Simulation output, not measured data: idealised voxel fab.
process module | voxel gate over fins
cross-section cut | 240 nm wide | cells 5 nm
A cross-section is a grid of square cells, given in bands from the top down. A band is one or more rows of cells.
Each band's line starts with the height of the band's top and of its bottom, in nm. Then come its materials from left to right, each with its width in nm. One material with "throughout" fills the band from edge to edge. "air" is empty space.
Height 0 is the level under which the wafer as received is all one material. The lowest band goes on downwards, as in "0 down".
A width such as "30 to 40" changes by the same amount from each row of cells to the next, from the band's top row to its bottom row.
"no change" after a step means that no cell of the cross-section changed.
closed voids: empty space of 8 cells or more with no open way to the top, each as width x height at its distance from the left edge, in nm
after a step's settings: what the simulator itself notes on the step
overlay nm, on a step with a mask: how far to the right of its planned place the mask lay; to the left if negative
plan
1 op RECEIVE | material Si
2 op CONFORMAL_DEP | material SiN | thk nm 5
3 op DIRECTIONAL_DEP | material aC | thk nm 10
4 op PATTERN | tone cover | mask id FINS | material resist | width nm 15 | pitch nm 35 | thk nm 30 | overlay nm 0
5 op DIRECTIONAL_ETCH | etch materials aC | depth nm 10
6 op STRIP | etch materials resist
7 op DIRECTIONAL_ETCH | etch materials SiN | depth nm 5
8 op DIRECTIONAL_ETCH | etch materials Si | depth nm 35
9 op STRIP | etch materials aC
10 op FILL_DEP | material SiO2 | thk nm 10
11 op CMP | height nm 5
12 op SELECTIVE_ETCH | etch materials SiO2 | depth nm 20
13 op STRIP | etch materials SiN
14 op CONFORMAL_DEP | material HfO2 | thk nm 5
15 op CONFORMAL_DEP | material TiN | thk nm 5
16 op FILL_DEP | material W | thk nm 10
17 op CMP | height nm 5
18 op CONFORMAL_DEP | material SiCN | thk nm 5
varied across the wafers: height nm of step 17. The plan shows the first wafer's value. All wafers start alike
first wafer as received, after step 1
  0 down: Si throughout
  closed voids: none
first wafer at the end, after step 18
  10 to 5: SiCN throughout
  5 to 0: W 50 | TiN 5 | HfO2 25 | TiN 10 | HfO2 25 | TiN 10 | HfO2 25 | TiN 10 | HfO2 25 | TiN 5 | W 50
  0 to -5: W 50 | TiN 5 | HfO2 5 | Si 15 | HfO2 5 | TiN 10 | HfO2 5 | Si 15 | HfO2 5 | TiN 10 | HfO2 5 | Si 15 | HfO2 5 | TiN 10 | HfO2 5 | Si 15 | HfO2 5 | TiN 5 | W 50
  -5 to -10: TiN 55 | HfO2 5 | Si 15 | HfO2 5 | TiN 10 | HfO2 5 | Si 15 | HfO2 5 | TiN 10 | HfO2 5 | Si 15 | HfO2 5 | TiN 10 | HfO2 5 | Si 15 | HfO2 5 | TiN 55
  -10 to -15: HfO2 60 | Si 15 | HfO2 20 | Si 15 | HfO2 20 | Si 15 | HfO2 20 | Si 15 | HfO2 60
  -15 to -35: SiO2 60 | Si 15 | SiO2 20 | Si 15 | SiO2 20 | Si 15 | SiO2 20 | Si 15 | SiO2 60
  -35 down: Si throughout
  closed voids: none
last wafer at the end
  25 to 20: SiCN throughout
  20 to 10: W throughout
  10 to 5: W 50 | TiN 140 | W 50
  5 to 0: W 50 | TiN 5 | HfO2 25 | TiN 10 | HfO2 25 | TiN 10 | HfO2 25 | TiN 10 | HfO2 25 | TiN 5 | W 50
  0 to -5: W 50 | TiN 5 | HfO2 5 | Si 15 | HfO2 5 | TiN 10 | HfO2 5 | Si 15 | HfO2 5 | TiN 10 | HfO2 5 | Si 15 | HfO2 5 | TiN 10 | HfO2 5 | Si 15 | HfO2 5 | TiN 5 | W 50
  -5 to -10: TiN 55 | HfO2 5 | Si 15 | HfO2 5 | TiN 10 | HfO2 5 | Si 15 | HfO2 5 | TiN 10 | HfO2 5 | Si 15 | HfO2 5 | TiN 10 | HfO2 5 | Si 15 | HfO2 5 | TiN 55
  -10 to -15: HfO2 60 | Si 15 | HfO2 20 | Si 15 | HfO2 20 | Si 15 | HfO2 20 | Si 15 | HfO2 60
  -15 to -35: SiO2 60 | Si 15 | SiO2 20 | Si 15 | SiO2 20 | Si 15 | SiO2 20 | Si 15 | SiO2 60
  -35 down: Si throughout
  closed voids: none
each wafer at the end: cells of each material gained (+) or lost (-) since it was received, then its closed voids
height nm 5 | +72 HfO2 | -252 Si | +48 SiCN | +144 SiO2 | +44 TiN | +40 W | closed voids: none
height nm 10 | +72 HfO2 | -252 Si | +48 SiCN | +144 SiO2 | +72 TiN | +60 W | closed voids: none
height nm 15 | +72 HfO2 | -252 Si | +48 SiCN | +144 SiO2 | +72 TiN | +108 W | closed voids: none
height nm 20 | +72 HfO2 | -252 Si | +48 SiCN | +144 SiO2 | +72 TiN | +156 W | closed voids: none
